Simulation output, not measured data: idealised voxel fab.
You're looking at the process module voxel wiring stack.
For reference, the cross-section in this document is cut, with width 225 nm and square cells of 5 nm.
A cross-section in this document is a grid of square cells, and it is written down as bands, the top band listed before the ones below it; a band is made up of one or more rows of cells. What a band's entry tells you: where the top is and where the bottom is, as heights in nm, and after that what lies inside, material by material from left to right, each with its width in nm. Empty space is written as the word "air", and a single material marked with the word "everywhere" occupies the band from edge to edge. Height reference: 0 = level under which incoming wafer is all one material. Lowest band: no bottom, runs on downward, e.g. "0..down". Think of "30..40" as a width that walks from the first number to the second as you go down the band, top row to bottom row, taking equal-sized steps from row to row. "identical to before" (step): cross-section cells unchanged, all of them. Empty spaces counting at least 8 cells and having no open way to the top are listed in "Trapped voids". The notation width x height at distance is used for each, the distance being from the left edge and all three values in nm. Post-settings text on a step line: simulator's own remark regarding the step. You can add "overlay nm" to a step's line. For a step with a mask, it describes how far the mask lay to the right of its planned position, and a negative number describes a lay to the left.

### Planned process steps
1 RECEIVE: material Si
2 CONFORMAL_DEP: material SiO2, thk nm 15
3 CONFORMAL_DEP: material SiCN, thk nm 5
4 DIRECTIONAL_DEP: material lowk, thk nm 20
5 DIRECTIONAL_DEP: material aC, thk nm 10
6 PATTERN: tone open, mask id METAL_1, material resist, width nm 20, pitch nm 35, thk nm 30, overlay nm 0
7 DIRECTIONAL_ETCH: etch materials aC, depth nm 10
8 STRIP: etch materials resist
9 DIRECTIONAL_ETCH: etch materials lowk, depth nm 20
10 DIRECTIONAL_ETCH: etch materials SiCN, depth nm 5
11 STRIP: etch materials aC
12 CONFORMAL_DEP: material TiN, thk nm 5
13 FILL_DEP: material Cu, thk nm 10
14 CMP: height nm 40
15 CONFORMAL_DEP: material SiCN, thk nm 5
16 DIRECTIONAL_DEP: material lowk, thk nm 30
17 PATTERN: tone open, mask id METAL_2, material resist, width nm 20, pitch nm 35, thk nm 20, overlay nm 0
18 DIRECTIONAL_ETCH: etch materials lowk, depth nm 15
19 STRIP: etch materials resist
20 PATTERN: tone open, mask id METAL_2_HOLES, material resist, width nm 15, pitch nm 35, thk nm 15, overlay nm 0
21 DIRECTIONAL_ETCH: etch materials lowk, depth nm 15
22 DIRECTIONAL_ETCH: etch materials SiCN, depth nm 5
23 STRIP: etch materials resist
24 CONFORMAL_DEP: material TiN, thk nm 5
25 FILL_DEP: material Ru, thk nm 10
26 CMP: height nm 75
27 CONFORMAL_DEP: material SiCN, thk nm 5
28 DIRECTIONAL_DEP: material lowk, thk nm 25
29 MASKED_ETCH: tone open, mask id METAL_3, width nm 20, pitch nm 35, etch materials lowk, depth nm 15, overlay nm 0
30 PATTERN: tone open, mask id METAL_3_HOLES, material resist, width nm 15, pitch nm 70, thk nm 15, overlay nm 0
31 DIRECTIONAL_ETCH: etch materials lowk, depth nm 10
32 DIRECTIONAL_ETCH: etch materials SiCN, depth nm 5
33 STRIP: etch materials resist
34 CONFORMAL_DEP: material TiN, thk nm 5
35 FILL_DEP: material Ru, thk nm 10
36 CMP: height nm 105
37 CONFORMAL_DEP: material SiCN, thk nm 5

### The cross-section here shows the wafer as received, i.e. in its state after step 1
* 0..down  Si everywhere
* Trapped voids: none

### Final cross-section, module run with one mistake (start and plan as above)
* 110..105  SiCN everywhere
* 105..95  75..60 of Ru / 5..20 of TiN / 5 of lowk / 5 of TiN / 5 of Ru / 5 of TiN / 20 of lowk / 5 of TiN / 20..5 of Ru / 5..20 of TiN / 5 of lowk / 5 of TiN / 65 of Ru
* 95..90  65 of TiN / 20 of lowk / 15 of TiN / 20 of lowk / 15 of TiN / 20 of lowk / 70 of TiN
* 90..80  lowk everywhere
* 80..75  SiCN everywhere
* 75..65  65 of lowk / 5 of TiN / 10 of Ru / 5 of TiN / 15 of lowk / 5 of TiN / 10 of Ru / 5 of TiN / 15 of lowk / 5 of TiN / 10 of Ru / 5 of TiN / 70 of lowk
* 65..60  65 of lowk / 5 of TiN / 5 of Ru / 10 of TiN / 15 of lowk / 5 of TiN / 5 of Ru / 10 of TiN / 15 of lowk / 5 of TiN / 5 of Ru / 10 of TiN / 70 of lowk
* 60..45  65 of lowk / 5 of TiN / 5 of Ru / 5 of TiN / 20 of lowk / 5 of TiN / 5 of Ru / 5 of TiN / 20 of lowk / 5 of TiN / 5 of Ru / 5 of TiN / 75 of lowk
* 45..40  65 of SiCN / 15 of TiN / 20 of SiCN / 15 of TiN / 20 of SiCN / 15 of TiN / 75 of SiCN
* 40..20  65 of lowk / 5 of TiN / 10 of Cu / 5 of TiN / 15 of lowk / 5 of TiN / 10 of Cu / 5 of TiN / 15 of lowk / 5 of TiN / 10 of Cu / 5 of TiN / 70 of lowk
* 20..15  65 of SiCN / 20 of TiN / 15 of SiCN / 20 of TiN / 15 of SiCN / 20 of TiN / 70 of SiCN
* 15..0  SiO2 everywhere
* 0..down  Si everywhere
* Trapped voids: none
Diagnosis: step 29 off recipe, ran as MASKED_ETCH: tone cover, mask id METAL_3, width nm 20, pitch nm 35, etch materials lowk, depth nm 15, overlay nm 0
